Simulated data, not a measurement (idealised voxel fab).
Name of the process module below: voxel gate over fins
Square cells of 5 nm make up the cross-section cut, whose width is 290 nm.
Just so we're on the same page, the cross-sections are grids of square cells, and they're listed out in bands top to bottom, each band one or more rows deep. Basically the band line says how high the top is and how high the bottom is, in nm, and then what's in it from left to right, every material with its width in nm. Empty space shows up as "empty", and if a single material carries "all across" it runs the full band edge to edge. Below 0: as-received wafer, all one material; heights counted from there. Lowest band: no bottom, goes on down, written "0 -> down". Width: "30..40" (first number = top row, second number = bottom row, same change from row to row of cells). Reading "no change occurred" for a step: not a cell of the cross-section changed in it. If an empty space has no open way to the top and is at least 8 cells in size, "Closed voids list" lists it, written width x height at distance, where distance is measured from the left edge and every value is in nm. The remark found on a step's line after its settings is issued by the simulator itself and pertains to that step. A step's line can hold "overlay nm"; with a mask on that step, the setting says how far right of the planned place the mask lay, while a negative setting says it lay to the left.
[Planned process steps]
1: RECEIVE, material Si
2: CONFORMAL_DEP, material SiN, thk nm 10
3: DIRECTIONAL_DEP, material aC, thk nm 10
4: PATTERN, tone cover, mask id FINS, material resist, width nm 15, pitch nm 45, thk nm 30, overlay nm 0
5: DIRECTIONAL_ETCH, etch materials aC, depth nm 10
6: STRIP, etch materials resist
7: DIRECTIONAL_ETCH, etch materials SiN, depth nm 10
8: DIRECTIONAL_ETCH, etch materials Si, depth nm 40
9: STRIP, etch materials aC
10: OXIDIZE, depth nm 5
11: FILL_DEP, material SiO2, thk nm 5
12: CMP, height nm 10
13: SELECTIVE_ETCH, etch materials SiO2, depth nm 25
14: STRIP, etch materials SiN
15: CONFORMAL_DEP, material HfO2, thk nm 5
16: CONFORMAL_DEP, material TiN, thk nm 5
17: CONFORMAL_DEP, material TiAl, thk nm 5
18: CONFORMAL_DEP, material TiN, thk nm 5
19: FILL_DEP, material W, thk nm 10
20: CMP, height nm 25
21: CONFORMAL_DEP, material SiN, thk nm 5
The thk nm used in step 18 is not the same on every wafer, whereas the starting condition is; the value printed in the plan is the first wafer's.
[As-received cross-section, first of several wafers, post step 1]
	0 -> down  Si all across
	Closed voids list: none
[Table: wafers, a row each; end-of-module cell change per material since receipt, gain (+), loss (-); then closed voids]
thk nm 5, +76 HfO2, -495 Si, +58 SiN, +330 SiO2, +76 TiAl, +152 TiN, +151 W, Closed voids list: none
thk nm 10, +76 HfO2, -495 Si, +58 SiN, +330 SiO2, +76 TiAl, +216 TiN, +87 W, Closed voids list: none
thk nm 15, +76 HfO2, -495 Si, +58 SiN, +330 SiO2, +76 TiAl, +249 TiN, +54 W, Closed voids list: none
thk nm 20, +76 HfO2, -495 Si, +58 SiN, +330 SiO2, +76 TiAl, +278 TiN, +25 W, Closed voids list: none
